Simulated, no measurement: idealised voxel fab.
This is a process module. Its name is voxel self aligned contacts.
This is section cut - it's 205 nm across, gridded in 5 nm square cells.
Cross-section, as written here: a square-cell grid given band by band from the top down, where a band holds one or more rows of cells. Top, bottom (nm), then materials left to right with widths (nm); lone material tagged "edge to edge" fills the whole band edge to edge; "blank" = empty space. We count height from 0. Below that, the starting wafer is all one material. The lowest band never ends at the bottom but goes on down; see "0 down" for how that is written. So if you see something like "30->40" for the width, read it as the top row of the band sitting at the first number and the bottom row at the second, with every row in between moving by the same amount as the last. "same as before", as given for a step, is the statement that not any cell of the cross-section underwent a change during that step. Entry "Enclosed void listing". Content: empty spaces with no open connection to the top, size 8 cells or greater. Each: width x height at distance. Distance: from left edge. Unit: nm. Anything after a step's settings on that line? It's the simulator's own note about the step. A step's line can hold "overlay nm"; with a mask on that step, the setting says how far right of the planned place the mask lay, while a negative setting says it lay to the left.
## Steps planned for the process
1 RECEIVE | material Si
2 OXIDIZE | depth nm 5
3 DIRECTIONAL_DEP | material polySi | thk nm 30
4 DIRECTIONAL_DEP | material SiN | thk nm 20
5 MASKED_ETCH | tone cover | mask id GATE | width nm 25 | pitch nm 50 | etch materials SiN | depth nm 20 | overlay nm 0
6 MASKED_ETCH | tone cover | mask id GATE | width nm 25 | pitch nm 50 | etch materials polySi | depth nm 30 | overlay nm 0
7 CONFORMAL_DEP | material SiN | thk nm 5
8 DIRECTIONAL_ETCH | etch materials SiN | depth nm 5
9 FILL_DEP | material SiO2 | thk nm 10
10 CMP | height nm 55
11 DIRECTIONAL_DEP | material aC | thk nm 10
12 PATTERN | tone open | mask id CONTACT | material resist | width nm 35 | thk nm 25 | overlay nm 0
13 DIRECTIONAL_ETCH | etch materials aC | depth nm 10
14 STRIP | etch materials resist
15 DIRECTIONAL_ETCH | etch materials SiO2 | depth nm 60
16 STRIP | etch materials aC
17 CONFORMAL_DEP | material TiN | thk nm 5
18 FILL_DEP | material W | thk nm 10
19 CMP | height nm 55
20 CONFORMAL_DEP | material SiCN | thk nm 5
## Below: the first of two wafers, run as planned
## As received (post step 1): cross-section
    0 down  Si edge to edge
    Enclosed void listing: none
## Step 2 complete: cross-section through the wafer
    0 to -5  SiO2 edge to edge
    Below -5, the layers are the same as they were.
## Step 3 complete: cross-section through the wafer
    30 to 0  polySi edge to edge
    Below 0, the layers are the same as they were.
## Step 4 complete: cross-section through the wafer
    50 to 30  SiN edge to edge
    Below 30, the layers are the same as they were.
## Step 5 complete: cross-section through the wafer
    50 to 30  65 blank, then 25 SiN, then 25 blank, then 25 SiN, then 65 blank
    Below 30, the layers are the same as they were.
## Step 6 complete: cross-section through the wafer
    50 to 30  65 blank, then 25 SiN, then 25 blank, then 25 SiN, then 65 blank
    30 to 0  65 blank, then 25 polySi, then 25 blank, then 25 polySi, then 65 blank
    Below 0, the layers are the same as they were.
## Step 7 complete: cross-section through the wafer
    55 to 30  60 blank, then 35 SiN, then 15 blank, then 35 SiN, then 60 blank
    30 to 5  60 blank, then 5 SiN, then 25 polySi, then 5 SiN, then 15 blank, then 5 SiN, then 25 polySi, then 5 SiN, then 60 blank
    5 to 0  65 SiN, then 25 polySi, then 25 SiN, then 25 polySi, then 65 SiN
    Below 0, the layers are the same as they were.
## Step 8 complete: cross-section through the wafer
    50 to 30  60 blank, then 35 SiN, then 15 blank, then 35 SiN, then 60 blank
    30 to 0  60 blank, then 5 SiN, then 25 polySi, then 5 SiN, then 15 blank, then 5 SiN, then 25 polySi, then 5 SiN, then 60 blank
    Below 0, the layers are the same as they were.
## Step 9 complete: cross-section through the wafer
    60 to 50  SiO2 edge to edge
    50 to 30  60 SiO2, then 35 SiN, then 15 SiO2, then 35 SiN, then 60 SiO2
    30 to 0  60 SiO2, then 5 SiN, then 25 polySi, then 5 SiN, then 15 SiO2, then 5 SiN, then 25 polySi, then 5 SiN, then 60 SiO2
    Below 0, the layers are the same as they were.
## Step 10 complete: cross-section through the wafer
    55 to 50  SiO2 edge to edge
    Below 50, the layers are the same as they were.
## Step 11 complete: cross-section through the wafer
    65 to 55  aC edge to edge
    Below 55, the layers are the same as they were.
## Step 12 complete: cross-section through the wafer
    90 to 65  85 resist, then 35 blank, then 85 resist
    Below 65, the layers are the same as they were.
## Step 13 complete: cross-section through the wafer
    80 to 65  85 resist, then 35 blank, then 85 resist
    65 to 55  85 aC, then 35 blank, then 85 aC
    Below 55, the layers are the same as they were.
## Step 14 complete: cross-section through the wafer
    65 to 55  85 aC, then 35 blank, then 85 aC
    Below 55, the layers are the same as they were.
## Step 15 complete: cross-section through the wafer
    65 to 55  85 aC, then 35 blank, then 85 aC
    55 to 50  85 SiO2, then 35 blank, then 85 SiO2
    50 to 30  60 SiO2, then 35 SiN, then 15 blank, then 35 SiN, then 60 SiO2
    30 to 0  60 SiO2, then 5 SiN, then 25 polySi, then 5 SiN, then 15 blank, then 5 SiN, then 25 polySi, then 5 SiN, then 60 SiO2
    0 to -5  95 SiO2, then 15 blank, then 95 SiO2
    Below -5, the layers are the same as they were.
## Step 16 complete: cross-section through the wafer
    55 to 50  85 SiO2, then 35 blank, then 85 SiO2
    Below 50, the layers are the same as they were.
## Step 17 complete: cross-section through the wafer
    60 to 55  90 TiN, then 25 blank, then 90 TiN
    55 to 50  85 SiO2, then 15 TiN, then 5 blank, then 15 TiN, then 85 SiO2
    50 to 30  60 SiO2, then 35 SiN, then 5 TiN, then 5 blank, then 5 TiN, then 35 SiN, then 60 SiO2
    30 to 0  60 SiO2, then 5 SiN, then 25 polySi, then 5 SiN, then 5 TiN, then 5 blank, then 5 TiN, then 5 SiN, then 25 polySi, then 5 SiN, then 60 SiO2
    0 to -5  95 SiO2, then 15 TiN, then 95 SiO2
    Below -5, the layers are the same as they were.
## Step 18 complete: cross-section through the wafer
    70 to 60  W edge to edge
    60 to 55  90 TiN, then 25 W, then 90 TiN
    55 to 50  85 SiO2, then 15 TiN, then 5 W, then 15 TiN, then 85 SiO2
    50 to 30  60 SiO2, then 35 SiN, then 5 TiN, then 5 W, then 5 TiN, then 35 SiN, then 60 SiO2
    30 to 0  60 SiO2, then 5 SiN, then 25 polySi, then 5 SiN, then 5 TiN, then 5 W, then 5 TiN, then 5 SiN, then 25 polySi, then 5 SiN, then 60 SiO2
    Below 0, the layers are the same as they were.
## Step 19 complete: cross-section through the wafer
    55 to 50  85 SiO2, then 15 TiN, then 5 W, then 15 TiN, then 85 SiO2
    Below 50, the layers are the same as they were.
## Step 20 complete: cross-section through the wafer
    60 to 55  SiCN edge to edge
    Below 55, the layers are the same as they were.
## Wafer two of the pair: same origin, same plan, one error during the run; identical to wafer one up to and including step 3
## At the planned end of step 4, the second wafer in cross-section
    55 to 30  SiN edge to edge
    Below 30, the layers are the same as they were.
## At the planned end of step 5, the second wafer in cross-section
    55 to 35  65 blank, then 25 SiN, then 25 blank, then 25 SiN, then 65 blank
    Below 35, the layers are the same as they were.
At the planned end of step 6, the second wafer in cross-section: same as before
## At the planned end of step 7, the second wafer in cross-section
    60 to 40  60 blank, then 35 SiN, then 15 blank, then 35 SiN, then 60 blank
    40 to 30  SiN edge to edge
    Below 30, the layers are the same as they were.
## At the planned end of step 8, the second wafer in cross-section
    55 to 35  60 blank, then 35 SiN, then 15 blank, then 35 SiN, then 60 blank
    Below 35, the layers are the same as they were.
## At the planned end of step 9, the second wafer in cross-section
    65 to 55  SiO2 edge to edge
    55 to 35  60 SiO2, then 35 SiN, then 15 SiO2, then 35 SiN, then 60 SiO2
    Below 35, the layers are the same as they were.
## At the planned end of step 10, the second wafer in cross-section
    55 to 35  60 SiO2, then 35 SiN, then 15 SiO2, then 35 SiN, then 60 SiO2
    Below 35, the layers are the same as they were.
## At the planned end of step 11, the second wafer in cross-section
    65 to 55  aC edge to edge
    Below 55, the layers are the same as they were.
## At the planned end of step 12, the second wafer in cross-section
    90 to 65  85 resist, then 35 blank, then 85 resist
    Below 65, the layers are the same as they were.
## At the planned end of step 13, the second wafer in cross-section
    80 to 65  85 resist, then 35 blank, then 85 resist
    65 to 55  85 aC, then 35 blank, then 85 aC
    Below 55, the layers are the same as they were.
## At the planned end of step 14, the second wafer in cross-section
    65 to 55  85 aC, then 35 blank, then 85 aC
    Below 55, the layers are the same as they were.
## At the planned end of step 15, the second wafer in cross-section
    65 to 55  85 aC, then 35 blank, then 85 aC
    55 to 35  60 SiO2, then 35 SiN, then 15 blank, then 35 SiN, then 60 SiO2
    Below 35, the layers are the same as they were.
## At the planned end of step 16, the second wafer in cross-section
    55 to 35  60 SiO2, then 35 SiN, then 15 blank, then 35 SiN, then 60 SiO2
    Below 35, the layers are the same as they were.
## At the planned end of step 17, the second wafer in cross-section
    60 to 55  100 TiN, then 5 blank, then 100 TiN
    55 to 40  60 SiO2, then 35 SiN, then 5 TiN, then 5 blank, then 5 TiN, then 35 SiN, then 60 SiO2
    40 to 35  60 SiO2, then 35 SiN, then 15 TiN, then 35 SiN, then 60 SiO2
    Below 35, the layers are the same as they were.
## At the planned end of step 18, the second wafer in cross-section
    70 to 60  W edge to edge
    60 to 55  100 TiN, then 5 W, then 100 TiN
    55 to 40  60 SiO2, then 35 SiN, then 5 TiN, then 5 W, then 5 TiN, then 35 SiN, then 60 SiO2
    Below 40, the layers are the same as they were.
## At the planned end of step 19, the second wafer in cross-section
    55 to 40  60 SiO2, then 35 SiN, then 5 TiN, then 5 W, then 5 TiN, then 35 SiN, then 60 SiO2
    Below 40, the layers are the same as they were.
## At the planned end of step 20, the second wafer in cross-section
    60 to 55  SiCN edge to edge
    Below 55, the layers are the same as they were.
The plan and the run diverged here: step 4 did not happen as planned, as run it was DIRECTIONAL_DEP | material SiN | thk nm 25
Final cells, second wafer relative to first, materials higher or lower: SiN: 17 more; SiO2: 175 fewer; TiN: 20 fewer; W: 8 fewer; polySi: 186 more
